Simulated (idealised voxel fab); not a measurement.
Documented hereafter: the process module known as voxel capacitor over wiring.
In the cross-section labelled cut, the width is 150 nm and each square cell is 5 nm.
Each cross-section below is a grid of square cells, stated as bands in top-down order, with one or more rows of cells making up each band.
A band entry consists of two parts. The first gives the height of the band's top and the height of its bottom, in nm. The rest lists the band's materials from left to right, each with its width in nm. A single material labelled with the word "all across" fills the band from edge to edge, and the word "empty" marks empty space.
The reference from which all heights are counted is 0, the level beneath which the as-received wafer is entirely one material; the lowest band, having no lower bound, proceeds downward and is written after the example "z 0 and below".
The width entry "30..40" should be interpreted row by row: the top row of cells in the band takes the first number, the bottom row takes the second number, and the change between adjacent rows is uniform throughout.
Basically "same as before" means that step didn't change any cell in the cross-section.
"Closed void roster": empty spaces of 8 cells or more with no open way to the top, each given as width x height at distance, distance from the left edge, all in nm.
Anything after a step's settings on that line? It's the simulator's own note about the step.
For masked steps, "overlay nm" on the step line gives how far right of plan the mask actually lay; a minus sign means it lay to the left.
Planned step list for the process:
1. RECEIVE | material Si
2. CONFORMAL_DEP | material SiO2 | thk nm 15
3. CONFORMAL_DEP | material SiCN | thk nm 5
4. DIRECTIONAL_DEP | material lowk | thk nm 20
5. DIRECTIONAL_DEP | material aC | thk nm 15
6. PATTERN | tone open | mask id METAL_1 | material resist | width nm 20 | pitch nm 90 | thk nm 35 | overlay nm 0
7. DIRECTIONAL_ETCH | etch materials aC | depth nm 15
8. STRIP | etch materials resist
9. DIRECTIONAL_ETCH | etch materials lowk | depth nm 20
10. DIRECTIONAL_ETCH | etch materials SiCN | depth nm 5
11. STRIP | etch materials aC
12. CONFORMAL_DEP | material TiN | thk nm 5
13. FILL_DEP | material Cu | thk nm 10
14. CMP | height nm 40
15. CONFORMAL_DEP | material SiCN | thk nm 5
16. DIRECTIONAL_DEP | material SiO2 | thk nm 10
17. DIRECTIONAL_DEP | material aC | thk nm 10
18. PATTERN | tone open | mask id PLUG_1 | material resist | width nm 15 | thk nm 25 | overlay nm 0
19. DIRECTIONAL_ETCH | etch materials aC | depth nm 10
20. STRIP | etch materials resist
21. DIRECTIONAL_ETCH | etch materials SiO2 | depth nm 10
22. DIRECTIONAL_ETCH | etch materials SiCN | depth nm 5
23. STRIP | etch materials aC
24. EPI | material Ru | thk nm 10
25. EPI | material Ru | thk nm 5
26. DIRECTIONAL_DEP | material TiN | thk nm 10
27. DIRECTIONAL_DEP | material SiN | thk nm 5
28. DIRECTIONAL_DEP | material TiN | thk nm 10
29. MASKED_ETCH | tone cover | mask id UPPER_PLATE | width nm 75 | etch materials TiN | depth nm 10 | overlay nm 0
30. MASKED_ETCH | tone cover | mask id UPPER_PLATE | width nm 75 | etch materials SiN | depth nm 5 | overlay nm 0
31. MASKED_ETCH | tone cover | mask id LOWER_PLATE | width nm 85 | etch materials TiN | depth nm 10 | overlay nm 0
32. FILL_DEP | material SiO2 | thk nm 15
33. CMP | height nm 90
34. MASKED_ETCH | tone open | mask id PLUG_2 | width nm 15 | etch materials SiO2 | depth nm 10 | overlay nm 0
35. CONFORMAL_DEP | material TiN | thk nm 5
36. FILL_DEP | material Cu | thk nm 10
37. CMP | height nm 90
38. CONFORMAL_DEP | material SiCN | thk nm 5
Here's what the wafer looked like in cross-section when it arrived - that's after step 1:
z 0 and below: Si all across
Closed void roster: none
Wafer cross-section at module end: first of two, run to plan:
z 95 to 90: SiCN all across
z 90 to 85: 35 of SiO2, 5 of TiN, 5 of Cu, 5 of TiN, 100 of SiO2
z 85 to 80: 35 of SiO2, 15 of TiN, 100 of SiO2
z 80 to 70: 25 of SiO2, 75 of TiN, 50 of SiO2
z 70 to 65: 25 of SiO2, 75 of SiN, 50 of SiO2
z 65 to 55: 20 of SiO2, 85 of TiN, 45 of SiO2
z 55 to 45: 25 of SiO2, 15 of Ru, 110 of SiO2
z 45 to 40: 25 of SiCN, 15 of Ru, 110 of SiCN
z 40 to 20: 20 of lowk, 5 of TiN, 10 of Cu, 5 of TiN, 70 of lowk, 5 of TiN, 10 of Cu, 5 of TiN, 20 of lowk
z 20 to 15: 20 of SiCN, 20 of TiN, 70 of SiCN, 20 of TiN, 20 of SiCN
z 15 to 0: SiO2 all across
z 0 and below: Si all across
Closed void roster: none
This cross-section belongs to the second wafer of two at the end of the module; the start and the plan were shared with the first, and the run included one mistake:
z 95 to 90: SiCN all across
z 90 to 85: 35 of SiO2, 5 of TiN, 5 of Cu, 5 of TiN, 100 of SiO2
z 85 to 80: 35 of SiO2, 15 of TiN, 100 of SiO2
z 80 to 70: 25 of SiO2, 75 of TiN, 50 of SiO2
z 70 to 65: 25 of SiO2, 75 of SiN, 50 of SiO2
z 65 to 55: 20 of SiO2, 85 of TiN, 45 of SiO2
z 55 to 45: 25 of SiO2, 15 of Ru, 110 of SiO2
z 45 to 40: 25 of SiCN, 15 of Ru, 110 of SiCN
z 40 to 35: 20 of SiCN, 20 of TiN, 70 of SiCN, 20 of TiN, 20 of SiCN
z 35 to 15: lowk all across
z 15 to 0: SiO2 all across
z 0 and below: Si all across
Closed void roster: none
Here's what went sideways: note: step 3 <-> step 4, run order reversed vs plan
Materials where the second wafer ends with more or fewer cells than the first: 16 fewer of Cu; 16 fewer of TiN; 32 more of lowk
